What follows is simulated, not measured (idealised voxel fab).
process module | voxel capacitor over wiring
cross-section cut | 225 nm wide | cells 5 nm
A cross-section is a grid of square cells, given in bands from the top down. A band is one or more rows of cells.
Each band's line starts with the height of the band's top and of its bottom, in nm. Then come its materials from left to right, each with its width in nm. One material with "throughout" fills the band from edge to edge. "air" is empty space.
Height 0 is the level under which the wafer as received is all one material. The lowest band goes on downwards, as in "0 down".
A width such as "30 to 40" changes by the same amount from each row of cells to the next, from the band's top row to its bottom row.
"no change" after a step means that no cell of the cross-section changed.
closed voids: empty space of 8 cells or more with no open way to the top, each as width x height at its distance from the left edge, in nm
after a step's settings: what the simulator itself notes on the step
overlay nm, on a step with a mask: how far to the right of its planned place the mask lay; to the left if negative
plan
1 op RECEIVE | material Si
2 op CONFORMAL_DEP | material SiO2 | thk nm 5
3 op CONFORMAL_DEP | material SiN | thk nm 5
4 op DIRECTIONAL_DEP | material SiO2 | thk nm 15
5 op DIRECTIONAL_DEP | material aC | thk nm 10
6 op PATTERN | tone open | mask id METAL_1 | material resist | width nm 20 | pitch nm 90 | thk nm 25 | overlay nm 0
7 op DIRECTIONAL_ETCH | etch materials aC | depth nm 10
8 op STRIP | etch materials resist
9 op DIRECTIONAL_ETCH | etch materials SiO2 | depth nm 15
10 op DIRECTIONAL_ETCH | etch materials SiN | depth nm 5
11 op STRIP | etch materials aC
12 op CONFORMAL_DEP | material TiN | thk nm 5
13 op FILL_DEP | material Cu | thk nm 10
14 op CMP | height nm 35
15 op EPI | material Ru | thk nm 5
16 op FILL_DEP | material SiCN | thk nm 5
17 op DIRECTIONAL_DEP | material SiO2 | thk nm 20
18 op PATTERN | tone open | mask id PLUG_1 | material resist | width nm 15 | thk nm 15 | overlay nm 0
19 op DIRECTIONAL_ETCH | etch materials SiO2 | depth nm 20
20 op DIRECTIONAL_ETCH | etch materials SiCN | depth nm 5
21 op STRIP | etch materials resist
22 op EPI | material Ru | thk nm 10
23 op EPI | material Ru | thk nm 10
24 op EPI | material Ru | thk nm 5
25 op DIRECTIONAL_DEP | material TiN | thk nm 10
26 op DIRECTIONAL_DEP | material SiN | thk nm 5
27 op DIRECTIONAL_DEP | material TiN | thk nm 5
28 op MASKED_ETCH | tone cover | mask id UPPER_PLATE | width nm 75 | etch materials TiN | depth nm 5 | overlay nm 0
29 op MASKED_ETCH | tone cover | mask id UPPER_PLATE | width nm 75 | etch materials SiN | depth nm 5 | overlay nm 0
30 op PATTERN | tone cover | mask id LOWER_PLATE | material resist | width nm 85 | thk nm 15 | overlay nm 0
31 op DIRECTIONAL_ETCH | etch materials TiN | depth nm 10
32 op STRIP | etch materials resist
33 op FILL_DEP | material SiO2 | thk nm 20
34 op CMP | height nm 100
35 op MASKED_ETCH | tone open | mask id PLUG_2 | width nm 15 | etch materials SiO2 | depth nm 15 | overlay nm 0
36 op CONFORMAL_DEP | material TiN | thk nm 5
37 op FILL_DEP | material Cu | thk nm 5
38 op CMP | height nm 100
39 op CONFORMAL_DEP | material SiCN | thk nm 5
varied across the wafers: thk nm of step 2. The plan shows the first wafer's value. All wafers start alike
first wafer as received, after step 1
  0 down: Si throughout
  closed voids: none
first wafer at the end, after step 39
  105 to 100: SiCN throughout
  100 to 90: SiO2 70 | TiN 5 | Cu 5 | TiN 5 | SiO2 140
  90 to 80: SiO2 70 to 60 | TiN 15 to 75 | SiO2 140 to 90
  80 to 75: SiO2 60 | SiN 75 | SiO2 90
  75 to 65: SiO2 55 | TiN 85 | SiO2 85
  65 to 45: SiO2 60 | Ru 15 | SiO2 150
  45 to 40: SiCN 60 | Ru 15 | SiCN 150
  40 to 35: Ru throughout
  35 to 30: Cu throughout
  30 to 25: TiN 60 | Cu 10 | TiN 80 | Cu 10 | TiN 65
  25 to 10: SiO2 55 | TiN 5 | Cu 10 | TiN 5 | SiO2 70 | TiN 5 | Cu 10 | TiN 5 | SiO2 60
  10 to 5: SiN 55 | TiN 20 | SiN 70 | TiN 20 | SiN 60
  5 to 0: SiO2 throughout
  0 down: Si throughout
  closed voids: none
last wafer at the end
  105 to 100: SiCN throughout
  100 to 90: SiO2 70 | TiN 5 | Cu 5 | TiN 5 | SiO2 140
  90 to 80: SiO2 70 to 60 | TiN 15 to 75 | SiO2 140 to 90
  80 to 75: SiO2 60 | SiN 75 | SiO2 90
  75 to 65: SiO2 55 | TiN 85 | SiO2 85
  65 to 45: SiO2 60 | Ru 15 | SiO2 150
  45 to 40: SiCN 60 | Ru 15 | SiCN 150
  40 to 35: SiCN 50 | Ru 30 | SiCN 60 | Ru 30 | SiCN 55
  35 to 30: SiN 55 | TiN 20 | SiN 70 | TiN 20 | SiN 60
  30 to 0: SiO2 throughout
  0 down: Si throughout
  closed voids: none
each wafer at the end: cells of each material gained (+) or lost (-) since it was received, then its closed voids
thk nm 5 | +63 Cu | +60 Ru | +87 SiCN | +52 SiN | +566 SiO2 | +117 TiN | closed voids: none
thk nm 10 | +18 Cu | +60 Ru | +87 SiCN | +52 SiN | +611 SiO2 | +117 TiN | closed voids: none
thk nm 15 | +14 Cu | +27 Ru | +120 SiCN | +52 SiN | +656 SiO2 | +76 TiN | closed voids: none
thk nm 20 | +10 Cu | +27 Ru | +120 SiCN | +52 SiN | +664 SiO2 | +72 TiN | closed voids: none
thk nm 25 | +6 Cu | +27 Ru | +120 SiCN | +52 SiN | +672 SiO2 | +68 TiN | closed voids: none
thk nm 30 | +2 Cu | +27 Ru | +120 SiCN | +52 SiN | +680 SiO2 | +64 TiN | closed voids: none
